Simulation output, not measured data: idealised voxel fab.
The process module that follows is named voxel ribs on slabs.
cross-section cut | 190 nm wide | cells 5 nm
In what follows, cross-sections appear as grids of square cells, described through bands that run from the top down, where every band is one or more rows of cells. It is stipulated that each band's entry specify, in nanometres, the height of the top of the band and then that of its bottom, followed by the materials of the band in left-to-right sequence, each together with its width in nanometres. A single material marked by the word "edge to edge" is understood to fill the band from edge to edge; the word "blank" is understood to denote empty space. Height 0 is the level under which the wafer as received is all one material. The lowest band goes on downwards, as in "z 0 and below". Width "30..40": first value at the band's top row of cells, second value at its bottom row, equal change from row to row. When a step is marked "same as before", none of the cells in the cross-section changed during that step. The list in "Cavities, sealed" covers empty spaces of 8 cells or more that cannot reach the top through any open way, and it gives each as width x height at distance; the distance is from the left edge, and width, height and distance are in nm. Whatever follows a step's settings on its line is a remark the simulator itself makes about that step. On any step carrying a mask, the "overlay nm" setting, if present on the step's line, tells how far right of its planned place the mask lay; negative values point to the left.
**So here's the lineup of process steps we planned**
1 op RECEIVE | material Si
2 op DIRECTIONAL_DEP | material SiO2 | thk nm 20
3 op DIRECTIONAL_DEP | material SiN | thk nm 20
4 op DIRECTIONAL_DEP | material aC | thk nm 10
5 op PATTERN | tone cover | mask id RIB | material resist | width nm 15 | thk nm 25 | overlay nm 0
6 op DIRECTIONAL_ETCH | etch materials aC | depth nm 10
7 op STRIP | etch materials resist
8 op DIRECTIONAL_ETCH | etch materials SiN | depth nm 15
9 op STRIP | etch materials aC
10 op PATTERN | tone cover | mask id SLAB | material resist | width nm 65 | thk nm 20 | overlay nm 0
11 op DIRECTIONAL_ETCH | etch materials SiN | depth nm 5
12 op STRIP | etch materials resist
13 op FILL_DEP | material SiO2 | thk nm 20
14 op CMP | height nm 50
15 op DIRECTIONAL_DEP | material W | thk nm 10
16 op PATTERN | tone cover | mask id HEATER | material resist | width nm 25 | thk nm 15 | overlay nm -15
17 op DIRECTIONAL_ETCH | etch materials W | depth nm 10
18 op STRIP | etch materials resist
19 op CONFORMAL_DEP | material SiN | thk nm 5
Across this set of wafers, the varied parameter is the overlay nm of step 16. Starting conditions are identical for every wafer, and the plan reports the value assigned to the first wafer.
**The as-received cross-section of the first of several wafers corresponds to the state after step 1**
> z 0 and below | Si edge to edge
> Cavities, sealed: none
**Every row in this table is a wafer at the end of the module, and it gives, for each of the materials, the cells that wafer has gained (+) or lost (-) since it was received, then its closed voids**
overlay nm -15 | +64 SiN | +358 SiO2 | +10 W | Cavities, sealed: none
overlay nm -10 | +64 SiN | +358 SiO2 | +10 W | Cavities, sealed: none
overlay nm -5 | +64 SiN | +358 SiO2 | +10 W | Cavities, sealed: none
overlay nm 0 | +64 SiN | +358 SiO2 | +10 W | Cavities, sealed: none
overlay nm 5 | +64 SiN | +358 SiO2 | +10 W | Cavities, sealed: none
overlay nm 10 | +64 SiN | +358 SiO2 | +10 W | Cavities, sealed: none
overlay nm 15 | +64 SiN | +358 SiO2 | +10 W | Cavities, sealed: none
